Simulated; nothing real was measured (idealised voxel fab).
The following is a process module called voxel ribs on slabs.
Cross-sectional view cut (width: 155 nm; square cell size: 5 nm).
In what follows, cross-sections appear as grids of square cells, described through bands that run from the top down, where every band is one or more rows of cells. It is stipulated that each band's entry specify, in nanometres, the height of the top of the band and then that of its bottom, followed by the materials of the band in left-to-right sequence, each together with its width in nanometres. A single material marked by the word "everywhere" is understood to fill the band from edge to edge; the word "empty" is understood to denote empty space. Measure heights from 0. That's the level where, below it, the as-received wafer is all one material. The lowest band is bottomless and extends downward; write it as in "top 0, no bottom". Top row gets the first number, bottom row gets the second, and each row in between changes by the same step: that is how a band width like "30..40" works. The designation "nothing got changed", where it is given for a processing step, indicates that no cell of the cross-section was altered in the course of that step. Any empty space of 8 cells or more lacking an open way to the top shows up in "Closed void entries" as width x height at distance, distance from the left edge, in nm. On each step's line, the part that comes after the settings is the simulator's own comment on the step. A step line may carry the setting "overlay nm", which, for steps involving a mask, states the distance by which the mask lay to the right of its intended position; negative values denote displacement to the left.
-- Process steps (planned)
| 1 | RECEIVE: material Si |
| 2 | DIRECTIONAL_DEP: material SiO2, thk nm 20 |
| 3 | DIRECTIONAL_DEP: material polySi, thk nm 20 |
| 4 | PATTERN: tone cover, mask id RIB, material resist, width nm 20, thk nm 20, overlay nm 0 |
| 5 | DIRECTIONAL_ETCH: etch materials polySi, depth nm 15 |
| 6 | STRIP: etch materials resist |
| 7 | PATTERN: tone cover, mask id SLAB, material resist, width nm 60, thk nm 20, overlay nm 0 |
| 8 | DIRECTIONAL_ETCH: etch materials polySi, depth nm 5 |
| 9 | STRIP: etch materials resist |
| 10 | FILL_DEP: material SiO2, thk nm 25 |
| 11 | CMP: height nm 60 |
| 12 | DIRECTIONAL_DEP: material W, thk nm 5 |
| 13 | PATTERN: tone cover, mask id HEATER, material resist, width nm 30, thk nm 15, overlay nm 0 |
| 14 | DIRECTIONAL_ETCH: etch materials W, depth nm 5 |
| 15 | STRIP: etch materials resist |
| 16 | CONFORMAL_DEP: material SiO2, thk nm 5 |
-- Wafer as received: cross-section following step 1
- top 0, no bottom  Si everywhere
- Closed void entries: none
-- End-of-module cross-section of the first of two wafers, processed as planned
- top 70, bottom 65  empty 55  SiO2 40  empty 60
- top 65, bottom 60  SiO2 60  W 30  SiO2 65
- top 60, bottom 40  SiO2 everywhere
- top 40, bottom 25  SiO2 65  polySi 20  SiO2 70
- top 25, bottom 20  SiO2 45  polySi 60  SiO2 50
- top 20, bottom 0  SiO2 everywhere
- top 0, no bottom  Si everywhere
- Closed void entries: none
-- The second wafer, shown in cross-section after the module: started the same way as the first and given the same plan, yet one mistake crept into how it was run
- top 70, bottom 65  empty 55  SiO2 40  empty 60
- top 65, bottom 60  SiO2 60  W 30  SiO2 65
- top 60, bottom 45  SiO2 65  polySi 20  SiO2 70
- top 45, bottom 40  SiO2 45  polySi 60  SiO2 50
- top 40, bottom 0  SiO2 everywhere
- top 0, no bottom  Si everywhere
- Closed void entries: none
What broke from the plan during processing? the plan had its step 2 run twice
Comparing end states, the material composition by cell count is preserved from the first wafer to the second, while the locations of the cells are not.
